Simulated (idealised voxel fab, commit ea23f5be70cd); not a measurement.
The following is a process module called voxel ribs on slabs.
Pictured: cross-section cut, 225 nm wide, on a grid of 5 nm square cells.
Cross-section = grid of square cells, listed top down in bands; band = one or more rows.
Each band's line starts with the height of the band's top and of its bottom, in nm. Then come its materials from left to right, each with its width in nm. One material with "throughout" fills the band from edge to edge. "blank" is empty space.
We count height from 0. Below that, the starting wafer is all one material. The lowest band never ends at the bottom but goes on down; see "0 down" for how that is written.
A width given as "30 to 40" starts at the first number in the band's top row and ends at the second number in its bottom row, shifting by an equal amount at every step from row to row.
"stayed the same" after a step means that no cell of the cross-section changed.
Sealed-off cavities: empty space of 8 cells or more with no open way to the top, each as width x height at its distance from the left edge, in nm
Formally, on a step line, whatever follows the settings is a remark that the simulator itself makes on the step.
When a step includes a mask, the "overlay nm" setting on its line states how far to the right of its planned place that mask lay, and negative values state how far to the left.
PROCESS STEPS (PLANNED)
- 1: RECEIVE: material Si
- 2: DIRECTIONAL_DEP: material SiO2, thk nm 20
- 3: DIRECTIONAL_DEP: material SiN, thk nm 25
- 4: PATTERN: tone cover, mask id RIB, material resist, width nm 15, thk nm 15, overlay nm 0
- 5: DIRECTIONAL_ETCH: etch materials SiN, depth nm 15
- 6: STRIP: etch materials resist
- 7: MASKED_ETCH: tone cover, mask id SLAB, width nm 65, etch materials SiN, depth nm 10, overlay nm 0
- 8: FILL_DEP: material SiO2, thk nm 25
- 9: CMP: height nm 65
- 10: DIRECTIONAL_DEP: material TiN, thk nm 10
- 11: MASKED_ETCH: tone cover, mask id HEATER, width nm 25, etch materials TiN, depth nm 10, overlay nm 0
- 12: CONFORMAL_DEP: material SiN, thk nm 10
INCOMING WAFER IN CROSS-SECTION (STATE: AFTER STEP 1)
* 0 down  Si throughout
* Sealed-off cavities: none
THE FIRST OF TWO WAFERS, CROSS-SECTIONED AT THE END OF THE MODULE, WITH THE RUN PROCEEDING AS PLANNED
* 85 to 75  blank 90 nm | SiN 45 nm | blank 90 nm
* 75 to 65  SiN 100 nm | TiN 25 nm | SiN 100 nm
* 65 to 45  SiO2 throughout
* 45 to 30  SiO2 105 nm | SiN 15 nm | SiO2 105 nm
* 30 to 20  SiO2 80 nm | SiN 65 nm | SiO2 80 nm
* 20 to 0  SiO2 throughout
* 0 down  Si throughout
* Sealed-off cavities: none
MODULE END: CROSS-SECTION OF WAFER TWO OF TWO. SAME START AND PROCESS PLAN AS THE FIRST WAFER. ONE MISTAKE DURING EXECUTION
* 85 to 75  blank 90 nm | SiN 45 nm | blank 90 nm
* 75 to 65  SiN 100 nm | TiN 25 nm | SiN 100 nm
* 65 to 55  SiO2 105 nm | SiN 15 nm | SiO2 105 nm
* 55 to 45  SiO2 80 nm | SiN 65 nm | SiO2 80 nm
* 45 to 20  SiN throughout
* 20 to 0  SiO2 throughout
* 0 down  Si throughout
* Sealed-off cavities: none
Processing error: execution of plan step 3 occurred twice
The final cell counts differ between the wafers, with the second having more or fewer of some materials than the first: 222 more of SiN; 222 fewer of SiO2
